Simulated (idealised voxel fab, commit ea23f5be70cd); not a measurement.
voxel ribs on slabs: a process module
Square cells of 5 nm make up the cross-section cut, whose width is 195 nm.
Just so we're on the same page, the cross-sections are grids of square cells, and they're listed out in bands top to bottom, each band one or more rows deep.
Top, bottom (nm), then materials left to right with widths (nm); lone material tagged "throughout" fills the whole band edge to edge; "blank" = empty space.
Measure heights from 0. That's the level where, below it, the as-received wafer is all one material. The lowest band is bottomless and extends downward; write it as in "0 and below".
The notation "30->40" denotes a width that varies across the rows of cells in the band, beginning at the first number in the top row, finishing at the second number in the bottom row, and changing by an identical amount from each row to the next.
Given "nothing altered" for a step, no cell of the cross-section differs between before and after that step.
"Sealed internal cavities": empty spaces of 8 cells or more with no open way to the top, each given as width x height at distance, distance from the left edge, all in nm.
Step line, after settings: the simulator's comment on this step.
You can add "overlay nm" to a step's line. For a step with a mask, it describes how far the mask lay to the right of its planned position, and a negative number describes a lay to the left.
### Planned step list for the process
1: RECEIVE, material Si
2: DIRECTIONAL_DEP, material SiO2, thk nm 25
3: DIRECTIONAL_DEP, material SiN, thk nm 20
4: PATTERN, tone cover, mask id RIB, material resist, width nm 25, thk nm 15, overlay nm 0
5: DIRECTIONAL_ETCH, etch materials SiN, depth nm 5
6: STRIP, etch materials resist
7: MASKED_ETCH, tone cover, mask id SLAB, width nm 85, etch materials SiN, depth nm 15, overlay nm 0
8: FILL_DEP, material SiO2, thk nm 20
9: CMP, height nm 60
10: DIRECTIONAL_DEP, material W, thk nm 10
11: DIRECTIONAL_DEP, material aC, thk nm 10
12: PATTERN, tone cover, mask id HEATER, material resist, width nm 35, thk nm 30, overlay nm 0
13: DIRECTIONAL_ETCH, etch materials aC, depth nm 10
14: STRIP, etch materials resist
15: DIRECTIONAL_ETCH, etch materials W, depth nm 10
16: STRIP, etch materials aC
17: CONFORMAL_DEP, material SiO2, thk nm 10
### Incoming wafer in cross-section (state: after step 1)
    0 and below = Si throughout
    Sealed internal cavities: none
### Cross-section, end of module. Start: as above. Plan: as above. Execution: one mistake
    80 down to 70 = blank 70; SiO2 55; blank 70
    70 down to 60 = SiO2 80; W 35; SiO2 80
    60 down to 20 = SiO2 throughout
    20 down to 0 = SiN throughout
    0 and below = Si throughout
    Sealed internal cavities: none
Heads up, the wafer didn't run the way we planned it: contrary to the plan, steps 2 and 3 were processed in exchanged order
